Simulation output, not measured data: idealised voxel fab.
Process module, titled voxel fin reveal
cross-section cut | 155 nm wide | cells 5 nm
Format of a cross-section: grid, square cells. Given as bands. Order: top down. Band: one or more rows of cells.
Read a band's entry like this: the first values are the height of its top and the height of its bottom in nm, and what follows is the sequence of materials from left to right, each with its width in nm. Note that "air" is empty space, and that a single material marked "throughout" reaches across the band from edge to edge.
Heights are reckoned from 0. Under this level, the received wafer is all of one material. The bottommost band is open-ended downward, for example "z 0 and below".
A width such as "30 to 40" changes by the same amount from each row of cells to the next, from the band's top row to its bottom row.
No cell of the cross-section changed in a step that is given as "no modification".
So "Enclosed void inventory" is basically the list of trapped voids: any empty space of 8 cells or more that can't reach the top through an opening. They're written width x height at distance, the distance being from the left edge, and it's all nm.
Text after the settings on a step's line: the simulator's own remark on that step.
overlay nm: step with mask; distance mask lay right of planned place; negative value = left of planned place.
# Below is the list of planned process steps
| 1 | RECEIVE (material Si) |
| 2 | CONFORMAL_DEP (material SiN; thk nm 5) |
| 3 | MASKED_ETCH (tone cover; mask id FINS; width nm 15; pitch nm 40; etch materials SiN; depth nm 5; overlay nm 0) |
| 4 | MASKED_ETCH (tone cover; mask id FINS; width nm 15; pitch nm 40; etch materials Si; depth nm 35; overlay nm 0) |
| 5 | OXIDIZE (depth nm 5) |
| 6 | FILL_DEP (material SiO2; thk nm 10) |
| 7 | CMP (height nm 5) |
| 8 | SELECTIVE_ETCH (etch materials SiO2; depth nm 30) |
| 9 | STRIP (etch materials SiN) |
# Run as planned: first of two wafers
# As-received wafer cross-section (after step 1)
  z 0 and below  Si throughout
  Enclosed void inventory: none
# Cross-section of the wafer after step 2
  z 5 to 0  SiN throughout
  Anything lower than 0 is untouched.
# Cross-section of the wafer after step 3
  z 5 to 0  30 nm air, 15 nm SiN, 25 nm air, 15 nm SiN, 25 nm air, 15 nm SiN, 30 nm air
  Anything lower than 0 is untouched.
# Cross-section of the wafer after step 4
  z 5 to 0  30 nm air, 15 nm SiN, 25 nm air, 15 nm SiN, 25 nm air, 15 nm SiN, 30 nm air
  z 0 to -35  30 nm air, 15 nm Si, 25 nm air, 15 nm Si, 25 nm air, 15 nm Si, 30 nm air
  Anything lower than -35 is untouched.
# Cross-section of the wafer after step 5
  z 5 to 0  30 nm air, 15 nm SiN, 25 nm air, 15 nm SiN, 25 nm air, 15 nm SiN, 30 nm air
  z 0 to -35  30 nm air, 5 nm SiO2, 5 nm Si, 5 nm SiO2, 25 nm air, 5 nm SiO2, 5 nm Si, 5 nm SiO2, 25 nm air, 5 nm SiO2, 5 nm Si, 5 nm SiO2, 30 nm air
  z -35 to -40  35 nm SiO2, 5 nm Si, 35 nm SiO2, 5 nm Si, 35 nm SiO2, 5 nm Si, 35 nm SiO2
  Anything lower than -40 is untouched.
# Cross-section of the wafer after step 6
  z 15 to 5  SiO2 throughout
  z 5 to 0  30 nm SiO2, 15 nm SiN, 25 nm SiO2, 15 nm SiN, 25 nm SiO2, 15 nm SiN, 30 nm SiO2
  z 0 to -40  35 nm SiO2, 5 nm Si, 35 nm SiO2, 5 nm Si, 35 nm SiO2, 5 nm Si, 35 nm SiO2
  Anything lower than -40 is untouched.
# Cross-section of the wafer after step 7
  z 5 to 0  30 nm SiO2, 15 nm SiN, 25 nm SiO2, 15 nm SiN, 25 nm SiO2, 15 nm SiN, 30 nm SiO2
  Anything lower than 0 is untouched.
# Cross-section of the wafer after step 8
  z 5 to 0  30 nm air, 15 nm SiN, 25 nm air, 15 nm SiN, 25 nm air, 15 nm SiN, 30 nm air
  z 0 to -25  35 nm air, 5 nm Si, 35 nm air, 5 nm Si, 35 nm air, 5 nm Si, 35 nm air
  Anything lower than -25 is untouched.
# Cross-section of the wafer after step 9
  z 0 to -25  35 nm air, 5 nm Si, 35 nm air, 5 nm Si, 35 nm air, 5 nm Si, 35 nm air
  Anything lower than -25 is untouched.
# What follows concerns the second wafer, which started out like the first and was meant to follow the very same plan; one mistake crept in when it was run, but everything up to and including step 8 is the same as for the first wafer
# Second wafer at the planned finish of step 9, seen in cross-section
  z 5 to 0  30 nm air, 15 nm SiN, 25 nm air, 15 nm SiN, 25 nm air, 15 nm SiN, 30 nm air
  z 0 to -40  35 nm air, 5 nm Si, 35 nm air, 5 nm Si, 35 nm air, 5 nm Si, 35 nm air
  Anything lower than -40 is untouched.
Processing error: step 9 ran as: STRIP (etch materials SiO2)
Final cells, second wafer relative to first, materials higher or lower: 9 more of SiN; 84 fewer of SiO2
